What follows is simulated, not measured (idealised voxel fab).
Process module under the name voxel released beams
Cross-sectional view cut (width: 230 nm; square cell size: 5 nm).
If you're reading a cross-section in this doc, picture square cells in a grid; it comes to you as bands, top ones listed first down to the bottom, and a band can be one or more rows of cells.
Heads up on the band format: heights come first, top then bottom, in nm. After that it's the materials left to right, each with its width in nm. A single material flagged "full width" fills the whole band edge to edge, and "blank" means there's empty space there.
Height is counted from the level 0, under which the received wafer is composed throughout of one material. The lowest of the bands is not closed at the bottom but continues downward, in the notation "0 -> down".
With a width like "30..40", each row of cells in the band differs from the next by the same amount, the top row carrying the first number and the bottom row the second.
When a step is marked "no modifications", none of the cells in the cross-section changed during that step.
Voids not open to the top, 8 cells minimum: see "Cavities, sealed". Written width x height at distance; distance is from the left edge; nm.
Anything after a step's settings on that line? It's the simulator's own note about the step.
For masked steps, "overlay nm" on the step line gives how far right of plan the mask actually lay; a minus sign means it lay to the left.

This section lists the process steps that were planned
1,RECEIVE,material Si
2,CONFORMAL_DEP,material SiN,thk nm 10
3,DIRECTIONAL_DEP,material SiO2,thk nm 20
4,PATTERN,tone open,mask id ANCHOR,material resist,width nm 25,thk nm 15,overlay nm 0
5,DIRECTIONAL_ETCH,etch materials SiO2,depth nm 20
6,STRIP,etch materials resist
7,CONFORMAL_DEP,material polySi,thk nm 10
8,PATTERN,tone cover,mask id BEAM,material resist,width nm 90,thk nm 20,overlay nm 0
9,DIRECTIONAL_ETCH,etch materials polySi,depth nm 10
10,STRIP,etch materials resist
11,STRIP,etch materials SiO2

The first of the two wafers, which ran as planned

Cross-section of the wafer as it came to us, i.e., already through step 1
> 0 -> down: Si full width
> Cavities, sealed: none

The following cross-section depicts the wafer upon completion of step 2
> 10 -> 0: SiN full width
> below 0: unchanged

The following cross-section depicts the wafer upon completion of step 3
> 30 -> 10: SiO2 full width
> below 10: unchanged

The following cross-section depicts the wafer upon completion of step 4
> 45 -> 30: resist 70 | blank 25 | resist 135
> below 30: unchanged

The following cross-section depicts the wafer upon completion of step 5
> 45 -> 30: resist 70 | blank 25 | resist 135
> 30 -> 10: SiO2 70 | blank 25 | SiO2 135
> below 10: unchanged

The following cross-section depicts the wafer upon completion of step 6
> 30 -> 10: SiO2 70 | blank 25 | SiO2 135
> below 10: unchanged

The following cross-section depicts the wafer upon completion of step 7
> 40 -> 30: polySi 80 | blank 5 | polySi 145
> 30 -> 20: SiO2 70 | polySi 10 | blank 5 | polySi 10 | SiO2 135
> 20 -> 10: SiO2 70 | polySi 25 | SiO2 135
> below 10: unchanged

The following cross-section depicts the wafer upon completion of step 8
> 60 -> 40: blank 65 | resist 90 | blank 75
> 40 -> 30: polySi 80 | resist 5 | polySi 145
> 30 -> 20: SiO2 70 | polySi 10 | resist 5 | polySi 10 | SiO2 135
> below 20: unchanged

The following cross-section depicts the wafer upon completion of step 9
> 60 -> 40: blank 65 | resist 90 | blank 75
> 40 -> 30: blank 65 | polySi 15 | resist 5 | polySi 70 | blank 75
> below 30: unchanged

The following cross-section depicts the wafer upon completion of step 10
> 40 -> 30: blank 65 | polySi 15 | blank 5 | polySi 70 | blank 75
> 30 -> 20: SiO2 70 | polySi 10 | blank 5 | polySi 10 | SiO2 135
> below 20: unchanged

The following cross-section depicts the wafer upon completion of step 11
> 40 -> 30: blank 65 | polySi 15 | blank 5 | polySi 70 | blank 75
> 30 -> 20: blank 70 | polySi 10 | blank 5 | polySi 10 | blank 135
> 20 -> 10: blank 70 | polySi 25 | blank 135
> below 10: unchanged

Notes, second wafer: start = first wafer's, plan = first wafer's, execution had one mistake; history identical to first through step 2

What the second wafer looks like in cross-section when step 3 should have wrapped up
> 30 -> 10: polySi full width
> below 10: unchanged

What the second wafer looks like in cross-section when step 4 should have wrapped up
> 45 -> 30: resist 70 | blank 25 | resist 135
> below 30: unchanged

What the second wafer looks like in cross-section when step 5 should have wrapped up: no modifications

What the second wafer looks like in cross-section when step 6 should have wrapped up
> 30 -> 10: polySi full width
> below 10: unchanged

What the second wafer looks like in cross-section when step 7 should have wrapped up
> 40 -> 10: polySi full width
> below 10: unchanged

What the second wafer looks like in cross-section when step 8 should have wrapped up
> 60 -> 40: blank 65 | resist 90 | blank 75
> below 40: unchanged

What the second wafer looks like in cross-section when step 9 should have wrapped up
> 60 -> 40: blank 65 | resist 90 | blank 75
> 40 -> 30: blank 65 | polySi 90 | blank 75
> below 30: unchanged

What the second wafer looks like in cross-section when step 10 should have wrapped up
> 40 -> 30: blank 65 | polySi 90 | blank 75
> below 30: unchanged

What the second wafer looks like in cross-section when step 11 should have wrapped up: no modifications
In executing the process, a mistake was made relative to the plan: for step 3, the planned setting was not used; the step was instead run as DIRECTIONAL_DEP,material polySi,thk nm 20
It is noted that, at the conclusion of processing, the second wafer exhibits a higher or lower cell count for certain materials relative to the first: polySi: 168 more
